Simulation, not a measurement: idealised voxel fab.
Title: Process Module voxel ribs on slabs
This is section cut - it's 260 nm across, gridded in 5 nm square cells.
How to read a cross-section here: the picture is a grid of square cells, written as bands going from the top down, and any band can span one or more rows of cells. Band: top and bottom heights (nm) first, top before bottom; then materials from left to right, widths in nm. "full width" marks a sole material filling the band edge to edge. "air" denotes empty space. Height reference: 0 = level under which incoming wafer is all one material. Lowest band: no bottom, runs on downward, e.g. "from 0 down". So if you see something like "30->40" for the width, read it as the top row of the band sitting at the first number and the bottom row at the second, with every row in between moving by the same amount as the last. You'll sometimes find "nothing got changed" written for a step, and that's the way of saying that nowhere in the cross-section did a cell change during that step. Basically, "Trapped void list" tells you about the enclosed voids: empty spaces with no open way to the top, 8 cells or bigger, each written width x height at distance, where distance is from the left edge, all in nm. That trailing text on a step's line, after the settings, is the simulator's own remark on the step. The line of a step may include "overlay nm". On a step with a mask, this value is how far to the right of its planned place the mask lay. A negative value means the mask lay to the left.

The process steps that were planned are listed below
- 1: RECEIVE with material Si
- 2: DIRECTIONAL_DEP with material SiO2, thk nm 25
- 3: DIRECTIONAL_DEP with material polySi, thk nm 25
- 4: MASKED_ETCH with tone cover, mask id RIB, width nm 25, etch materials polySi, depth nm 20, overlay nm 0
- 5: PATTERN with tone cover, mask id SLAB, material resist, width nm 65, thk nm 20, overlay nm 0
- 6: DIRECTIONAL_ETCH with etch materials polySi, depth nm 5
- 7: STRIP with etch materials resist
- 8: FILL_DEP with material SiO2, thk nm 30
- 9: CMP with height nm 70
- 10: DIRECTIONAL_DEP with material TiN, thk nm 5
- 11: DIRECTIONAL_DEP with material aC, thk nm 15
- 12: PATTERN with tone cover, mask id HEATER, material resist, width nm 35, thk nm 35, overlay nm 0
- 13: DIRECTIONAL_ETCH with etch materials aC, depth nm 5
- 14: STRIP with etch materials resist
- 15: DIRECTIONAL_ETCH with etch materials TiN, depth nm 5
- 16: STRIP with etch materials aC
- 17: CONFORMAL_DEP with material SiO2, thk nm 10
For this document, wafers share an identical start and vary in the step 13 depth nm; the plan quotes the first wafer's value.

The as-received cross-section of the first of several wafers corresponds to the state after step 1
	from 0 down = Si full width
	Trapped void list: none

Heads up, this table goes wafer by wafer. A row tells you, at the end of the module, how many cells of each material that wafer has put on (+) or dropped (-) since it was received, and then its closed voids
depth nm 5, +799 SiO2, +52 TiN, +33 polySi, Trapped void list: none
depth nm 10, +799 SiO2, +52 TiN, +33 polySi, Trapped void list: none
depth nm 15, +803 SiO2, +7 TiN, +33 polySi, Trapped void list: none
depth nm 20, +803 SiO2, +7 TiN, +33 polySi, Trapped void list: none
depth nm 25, +803 SiO2, +7 TiN, +33 polySi, Trapped void list: none
depth nm 30, +803 SiO2, +7 TiN, +33 polySi, Trapped void list: none
